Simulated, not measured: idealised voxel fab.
The process module presented herein is designated voxel spacer lines.
In the cross-section labelled cut, the width is 290 nm and each square cell is 5 nm.
A cross-section in this document is a grid of square cells, and it is written down as bands, the top band listed before the ones below it; a band is made up of one or more rows of cells. The entry gives the band's vertical extent as a top height and a bottom height in nm, then its horizontal make-up as materials from left to right, each with a width in nm. "air" stands for empty space; a single material marked "edge to edge" fills the band edge to edge. Height 0 is the level under which the wafer as received is all one material. The lowest band goes on downwards, as in "0 down". Top row gets the first number, bottom row gets the second, and each row in between changes by the same step: that is how a band width like "30->40" works. "no alteration" for a step: no cell of the cross-section changed in that step. Under "Closed-off voids" you'll find the enclosed gaps, the ones with no way out to the top, that are 8 cells or bigger; each reads width x height at distance, with distance counted from the left edge, everything in nm. The remark found on a step's line after its settings is issued by the simulator itself and pertains to that step. overlay nm: how far to the right of its planned place the mask lay on this masked step (negative: to the left).

BELOW IS THE LIST OF PLANNED PROCESS STEPS
1: RECEIVE [material Si]
2: CONFORMAL_DEP [material Al2O3] [thk nm 10]
3: DIRECTIONAL_DEP [material W] [thk nm 15]
4: DIRECTIONAL_DEP [material aC] [thk nm 25]
5: PATTERN [tone cover] [mask id MANDREL] [material resist] [width nm 25] [pitch nm 80] [thk nm 30] [overlay nm 0]
6: DIRECTIONAL_ETCH [etch materials aC] [depth nm 25]
7: STRIP [etch materials resist]
8: CONFORMAL_DEP [material SiN] [thk nm 15]
9: DIRECTIONAL_ETCH [etch materials SiN] [depth nm 5]
10: STRIP [etch materials aC]
11: DIRECTIONAL_ETCH [etch materials W] [depth nm 15]
12: STRIP [etch materials SiN]
Be aware that, although all wafers share a common starting state, the depth nm at step 9 differs among them, and the plan displays the first wafer's value.

FIRST OF SEVERAL WAFERS, RECEIVED AFTER STEP 1, IN CROSS-SECTION
    0 down  Si edge to edge
    Closed-off voids: none

THE CROSS-SECTION OF THE FIRST OF SEVERAL WAFERS IS GIVEN BELOW FOR THE END OF THE MODULE, AFTER ITS FINAL STEP, STEP 12
    50 to 25  air=90, aC=25, air=55, aC=25, air=95
    25 to 10  W edge to edge
    10 to 0  Al2O3 edge to edge
    0 down  Si edge to edge
    Closed-off voids: none

SECTIONAL VIEW OF THE LAST WAFER UPON COMPLETION OF THE MODULE
    25 to 10  air=75, W=15, air=25, W=15, air=25, W=15, air=25, W=15, air=80
    10 to 0  Al2O3 edge to edge
    0 down  Si edge to edge
    Closed-off voids: none

WAFER ROWS, END OF MODULE: CELLS PER MATERIAL GAINED (+) OR LOST (-) SINCE RECEIPT; CLOSED VOIDS LAST
depth nm 5; +116 Al2O3; +174 W; +50 aC; Closed-off voids: none
depth nm 10; +116 Al2O3; +174 W; +50 aC; Closed-off voids: none
depth nm 15; +116 Al2O3; +36 W; Closed-off voids: none
depth nm 20; +116 Al2O3; +36 W; Closed-off voids: none
depth nm 25; +116 Al2O3; +36 W; Closed-off voids: none
depth nm 30; +116 Al2O3; +36 W; Closed-off voids: none
